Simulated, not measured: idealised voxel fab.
You're looking at the process module voxel trench capacitor.
In the cross-section labelled cut, the width is 275 nm and each square cell is 5 nm.
Format of a cross-section: grid, square cells. Given as bands. Order: top down. Band: one or more rows of cells. Each band's line starts with the height of the band's top and of its bottom, in nm. Then come its materials from left to right, each with its width in nm. One material with "all across" fills the band from edge to edge. "air" is empty space. Ref level 0: as-received wafer is one material below here. Bottom band extends down with no lower bound ("z 0 and below"). A two-number width, for instance "30->40", indicates that the width is equal to the first number in the top row of the band and to the second number in the bottom row, and that it changes by a constant amount per row of cells. For the purposes of this document, the phrase "remained the same" attached to a step denotes that no cell within the cross-section was modified by that step. Any empty space of 8 cells or more lacking an open way to the top shows up in "Closed void list" as width x height at distance, distance from the left edge, in nm. Past the settings on a step's line: simulator remark, on that step. overlay nm: right-of-plan distance of the mask on a masked step; negative values mean left-of-plan.

# Here's what the planned process steps look like
1 op RECEIVE | material Si
2 op CONFORMAL_DEP | material SiN | thk nm 10
3 op DIRECTIONAL_DEP | material aC | thk nm 10
4 op PATTERN | tone open | mask id TRENCH | material resist | width nm 25 | pitch nm 40 | thk nm 25 | overlay nm 0
5 op DIRECTIONAL_ETCH | etch materials aC | depth nm 10
6 op STRIP | etch materials resist
7 op DIRECTIONAL_ETCH | etch materials SiN | depth nm 10
8 op DIRECTIONAL_ETCH | etch materials Si | depth nm 30
9 op STRIP | etch materials aC
10 op CONFORMAL_DEP | material HfO2 | thk nm 5
11 op CONFORMAL_DEP | material TiN | thk nm 5
12 op FILL_DEP | material W | thk nm 10
13 op CMP | height nm 10

# This is the cross-section of the wafer as we received it, i.e. after step 1
    z 0 and below: Si all across
    Closed void list: none

# The first of the two wafers as seen in cross-section once the module was finished; processing followed the plan
    z 10 to 0: SiN=105, then HfO2=5, then TiN=5, then W=5, then TiN=5, then HfO2=5, then SiN=15, then HfO2=5, then TiN=5, then W=5, then TiN=5, then HfO2=5, then SiN=105
    z 0 to -20: Si=105, then HfO2=5, then TiN=5, then W=5, then TiN=5, then HfO2=5, then Si=15, then HfO2=5, then TiN=5, then W=5, then TiN=5, then HfO2=5, then Si=105
    z -20 to -25: Si=105, then HfO2=5, then TiN=15, then HfO2=5, then Si=15, then HfO2=5, then TiN=15, then HfO2=5, then Si=105
    z -25 to -30: Si=105, then HfO2=25, then Si=15, then HfO2=25, then Si=105
    z -30 and below: Si all across
    Closed void list: none

# Wafer two, end of module, cross-section. Same start, same plan as wafer one. One mistake in the run
    z 10 to 0: SiN=105, then TiN=5, then W=15, then TiN=5, then SiN=15, then TiN=5, then W=15, then TiN=5, then SiN=105
    z 0 to -25: Si=105, then TiN=5, then W=15, then TiN=5, then Si=15, then TiN=5, then W=15, then TiN=5, then Si=105
    z -25 to -30: Si=105, then TiN=25, then Si=15, then TiN=25, then Si=105
    z -30 and below: Si all across
    Closed void list: none
Deviation from plan: step 10 of the plan did not run at all; it was left out
Once processing is complete, comparing cell counts shows that the second wafer has more or fewer of certain materials than the first: HfO2 -38, TiN +8, W +30
